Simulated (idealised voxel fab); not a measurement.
process module | voxel wiring stack
cross-section cut | 270 nm wide | cells 5 nm
A cross-section is a grid of square cells, given in bands from the top down. A band is one or more rows of cells.
Each band's line starts with the height of the band's top and of its bottom, in nm. Then come its materials from left to right, each with its width in nm. One material with "throughout" fills the band from edge to edge. "air" is empty space.
Height 0 is the level under which the wafer as received is all one material. The lowest band goes on downwards, as in "0 down".
A width such as "30 to 40" changes by the same amount from each row of cells to the next, from the band's top row to its bottom row.
"no change" after a step means that no cell of the cross-section changed.
closed voids: empty space of 8 cells or more with no open way to the top, each as width x height at its distance from the left edge, in nm
after a step's settings: what the simulator itself notes on the step
overlay nm, on a step with a mask: how far to the right of its planned place the mask lay; to the left if negative
plan
1 op RECEIVE | material Si
2 op CONFORMAL_DEP | material SiO2 | thk nm 10
3 op DIRECTIONAL_DEP | material TiN | thk nm 5
4 op DIRECTIONAL_DEP | material W | thk nm 25
5 op DIRECTIONAL_DEP | material aC | thk nm 15
6 op PATTERN | tone cover | mask id METAL_1 | material resist | width nm 25 | pitch nm 45 | thk nm 30 | overlay nm 0
7 op DIRECTIONAL_ETCH | etch materials aC | depth nm 15
8 op STRIP | etch materials resist
9 op DIRECTIONAL_ETCH | etch materials W | depth nm 25
10 op DIRECTIONAL_ETCH | etch materials TiN | depth nm 5
11 op STRIP | etch materials aC
12 op FILL_DEP | material lowk | thk nm 10
13 op CMP | height nm 40
14 op CONFORMAL_DEP | material SiCN | thk nm 5
15 op DIRECTIONAL_DEP | material SiO2 | thk nm 10
16 op DIRECTIONAL_DEP | material aC | thk nm 10
17 op PATTERN | tone open | mask id PLUG_1 | material resist | width nm 15 | thk nm 25 | overlay nm 0
18 op DIRECTIONAL_ETCH | etch materials aC | depth nm 10
19 op STRIP | etch materials resist
20 op DIRECTIONAL_ETCH | etch materials SiO2 | depth nm 10
21 op DIRECTIONAL_ETCH | etch materials SiCN | depth nm 5
22 op STRIP | etch materials aC
23 op EPI | material Ru | thk nm 10
24 op EPI | material Ru | thk nm 5
25 op CONFORMAL_DEP | material SiN | thk nm 5
26 op DIRECTIONAL_DEP | material lowk | thk nm 25
27 op DIRECTIONAL_DEP | material aC | thk nm 15
28 op PATTERN | tone open | mask id METAL_2 | material resist | width nm 25 | pitch nm 45 | thk nm 30 | overlay nm 0
29 op DIRECTIONAL_ETCH | etch materials aC | depth nm 15
30 op STRIP | etch materials resist
31 op DIRECTIONAL_ETCH | etch materials lowk | depth nm 25
32 op DIRECTIONAL_ETCH | etch materials SiN | depth nm 5
33 op STRIP | etch materials aC
34 op CONFORMAL_DEP | material TiN | thk nm 5
35 op FILL_DEP | material Ru | thk nm 5
36 op CMP | height nm 85
37 op CONFORMAL_DEP | material SiN | thk nm 5
as received, after step 1
  0 down: Si throughout
  closed voids: none
first wafer at the end, as planned
  90 to 85: SiN throughout
  85 to 60: lowk 100 | TiN 5 | Ru 15 | TiN 5 | lowk 20 | TiN 5 | Ru 15 | TiN 5 | lowk 100
  60 to 55: SiN 100 | TiN 25 | SiN 20 | TiN 25 | SiN 100
  55 to 45: SiO2 100 | Ru 15 | SiO2 155
  45 to 40: SiCN 100 | Ru 15 | SiCN 155
  40 to 15: lowk 100 | W 25 | lowk 20 | W 25 | lowk 100
  15 to 10: lowk 100 | TiN 25 | lowk 20 | TiN 25 | lowk 100
  10 to 0: SiO2 throughout
  0 down: Si throughout
  closed voids: none
second wafer at the end: like start, like plan, one mistake
  90 to 85: SiN throughout
  85 to 60: lowk 95 | TiN 5 | Ru 15 | TiN 5 | lowk 20 | TiN 5 | Ru 15 | TiN 5 | lowk 105
  60 to 55: SiN 95 | TiN 25 | SiN 20 | TiN 25 | SiN 105
  55 to 45: SiO2 100 | Ru 15 | SiO2 155
  45 to 40: SiCN 100 | Ru 15 | SiCN 155
  40 to 15: lowk 100 | W 25 | lowk 20 | W 25 | lowk 100
  15 to 10: lowk 100 | TiN 25 | lowk 20 | TiN 25 | lowk 100
  10 to 0: SiO2 throughout
  0 down: Si throughout
  closed voids: none
what went wrong: step 28 ran as: op PATTERN | tone open | mask id METAL_2 | material resist | width nm 25 | pitch nm 45 | thk nm 30 | overlay nm -5
at the end the second wafer has, in cells: as many of each material as the first, in other places
